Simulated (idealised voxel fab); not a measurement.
The process module that follows is named voxel wiring stack.
Shown is cross-section cut, with a width of 230 nm and square cells of size 5 nm.
Cross-section spec: square-cell grid; bands listed top down; each band is one or more rows. The band entry comprises the height of the band's top followed by the height of its bottom, expressed in nm, and subsequently the band's materials from left to right, each stated together with its width in nm. Where a single material is marked with the word "all across", that material fills the band from edge to edge. The word "empty" represents empty space. Height datum 0, below which the as-received substrate wafer is one material. Lowest band open at the bottom, running downward: "from 0 down". A width given as "30..40" starts at the first number in the band's top row and ends at the second number in its bottom row, shifting by an equal amount at every step from row to row. Basically "all unchanged" means that step didn't change any cell in the cross-section. If an empty space has no open way to the top and is at least 8 cells in size, "Entrapped void list" lists it, written width x height at distance, where distance is measured from the left edge and every value is in nm. Formally, on a step line, whatever follows the settings is a remark that the simulator itself makes on the step. overlay nm: how far to the right of its planned place the mask lay on this masked step (negative: to the left).
**Intended process steps**
step 1: RECEIVE [material Si]
step 2: CONFORMAL_DEP [material SiO2] [thk nm 15]
step 3: CONFORMAL_DEP [material SiN] [thk nm 5]
step 4: DIRECTIONAL_DEP [material lowk] [thk nm 15]
step 5: PATTERN [tone open] [mask id METAL_1] [material resist] [width nm 20] [pitch nm 50] [thk nm 20] [overlay nm 0]
step 6: DIRECTIONAL_ETCH [etch materials lowk] [depth nm 15]
step 7: DIRECTIONAL_ETCH [etch materials SiN] [depth nm 5]
step 8: STRIP [etch materials resist]
step 9: CONFORMAL_DEP [material TiN] [thk nm 5]
step 10: FILL_DEP [material W] [thk nm 10]
step 11: CMP [height nm 35]
step 12: EPI [material Ru] [thk nm 5]
step 13: FILL_DEP [material SiCN] [thk nm 5]
step 14: DIRECTIONAL_DEP [material lowk] [thk nm 30]
step 15: PATTERN [tone open] [mask id METAL_2_HOLES] [material resist] [width nm 15] [pitch nm 50] [thk nm 20] [overlay nm 0]
step 16: DIRECTIONAL_ETCH [etch materials lowk] [depth nm 30]
step 17: STRIP [etch materials resist]
step 18: DIRECTIONAL_DEP [material aC] [thk nm 15]
step 19: PATTERN [tone open] [mask id METAL_2] [material resist] [width nm 20] [pitch nm 50] [thk nm 30] [overlay nm 0]
step 20: DIRECTIONAL_ETCH [etch materials aC] [depth nm 15]
step 21: STRIP [etch materials resist]
step 22: DIRECTIONAL_ETCH [etch materials lowk] [depth nm 20]
step 23: DIRECTIONAL_ETCH [etch materials SiCN] [depth nm 5]
step 24: STRIP [etch materials aC]
step 25: CONFORMAL_DEP [material TiN] [thk nm 5]
step 26: FILL_DEP [material Cu] [thk nm 5]
step 27: CMP [height nm 75]
step 28: CONFORMAL_DEP [material SiCN] [thk nm 5]
step 29: DIRECTIONAL_DEP [material lowk] [thk nm 25]
step 30: MASKED_ETCH [tone open] [mask id METAL_3_HOLES] [width nm 15] [pitch nm 50] [etch materials lowk] [depth nm 25] [overlay nm 0]
step 31: DIRECTIONAL_DEP [material aC] [thk nm 10]
step 32: PATTERN [tone open] [mask id METAL_3] [material resist] [width nm 20] [pitch nm 50] [thk nm 30] [overlay nm 0]
step 33: DIRECTIONAL_ETCH [etch materials aC] [depth nm 10]
step 34: STRIP [etch materials resist]
step 35: DIRECTIONAL_ETCH [etch materials lowk] [depth nm 15]
step 36: DIRECTIONAL_ETCH [etch materials SiCN] [depth nm 5]
step 37: STRIP [etch materials aC]
step 38: CONFORMAL_DEP [material TiN] [thk nm 5]
step 39: FILL_DEP [material Ru] [thk nm 5]
step 40: CMP [height nm 105]
step 41: CONFORMAL_DEP [material SiN] [thk nm 5]
**The cross-section here shows the wafer as received, i.e. in its state after step 1**
> from 0 down: Si all across
> Entrapped void list: none
**This is how the wafer looks in cross-section once the module is done, given the starting state and plan above and one mistake in carrying the plan out**
> from 110 to 105: SiN all across
> from 105 to 95: lowk 20 nm / TiN 5 nm / Ru 15 nm / TiN 5 nm / lowk 25 nm / TiN 5 nm / Ru 15 nm / TiN 5 nm / lowk 25 nm / TiN 5 nm / Ru 15 nm / TiN 5 nm / lowk 25 nm / TiN 5 nm / Ru 15 nm / TiN 5 nm / lowk 35 nm
> from 95 to 85: lowk 20..30 nm / TiN 15..5 nm / Ru 5 nm / TiN 5 nm / lowk 25..35 nm / TiN 15..5 nm / Ru 5 nm / TiN 5 nm / lowk 25..35 nm / TiN 15..5 nm / Ru 5 nm / TiN 5 nm / lowk 25..35 nm / TiN 15..5 nm / Ru 5 nm / TiN 5 nm / lowk 35 nm
> from 85 to 80: lowk 30 nm / TiN 15 nm / lowk 35 nm / TiN 15 nm / lowk 35 nm / TiN 15 nm / lowk 35 nm / TiN 15 nm / lowk 35 nm
> from 80 to 75: SiCN 30 nm / TiN 10 nm / SiCN 40 nm / TiN 10 nm / SiCN 40 nm / TiN 10 nm / SiCN 40 nm / TiN 10 nm / SiCN 40 nm
> from 75 to 60: lowk 30 nm / TiN 5 nm / Cu 10 nm / TiN 5 nm / lowk 30 nm / TiN 5 nm / Cu 10 nm / TiN 5 nm / lowk 30 nm / TiN 5 nm / Cu 10 nm / TiN 5 nm / lowk 30 nm / TiN 5 nm / Cu 10 nm / TiN 5 nm / lowk 30 nm
> from 60 to 55: lowk 30 nm / TiN 5 nm / Cu 5 nm / TiN 10 nm / lowk 30 nm / TiN 5 nm / Cu 5 nm / TiN 10 nm / lowk 30 nm / TiN 5 nm / Cu 5 nm / TiN 10 nm / lowk 30 nm / TiN 5 nm / Cu 5 nm / TiN 10 nm / lowk 30 nm
> from 55 to 45: lowk 30 nm / TiN 5 nm / Cu 5 nm / TiN 5 nm / lowk 35 nm / TiN 5 nm / Cu 5 nm / TiN 5 nm / lowk 35 nm / TiN 5 nm / Cu 5 nm / TiN 5 nm / lowk 35 nm / TiN 5 nm / Cu 5 nm / TiN 5 nm / lowk 35 nm
> from 45 to 40: SiCN 30 nm / TiN 15 nm / SiCN 35 nm / TiN 15 nm / SiCN 35 nm / TiN 15 nm / SiCN 35 nm / TiN 15 nm / SiCN 35 nm
> from 40 to 35: SiCN 25 nm / Ru 30 nm / SiCN 20 nm / Ru 30 nm / SiCN 20 nm / Ru 30 nm / SiCN 20 nm / Ru 30 nm / SiCN 25 nm
> from 35 to 20: lowk 30 nm / TiN 5 nm / W 10 nm / TiN 5 nm / lowk 30 nm / TiN 5 nm / W 10 nm / TiN 5 nm / lowk 30 nm / TiN 5 nm / W 10 nm / TiN 5 nm / lowk 30 nm / TiN 5 nm / W 10 nm / TiN 5 nm / lowk 30 nm
> from 20 to 15: SiN 30 nm / TiN 20 nm / SiN 30 nm / TiN 20 nm / SiN 30 nm / TiN 20 nm / SiN 30 nm / TiN 20 nm / SiN 30 nm
> from 15 to 0: SiO2 all across
> from 0 down: Si all across
> Entrapped void list: none
Processing error: step 32, actual vs plan mismatch, actual run PATTERN [tone open] [mask id METAL_3] [material resist] [width nm 20] [pitch nm 50] [thk nm 30] [overlay nm -10]
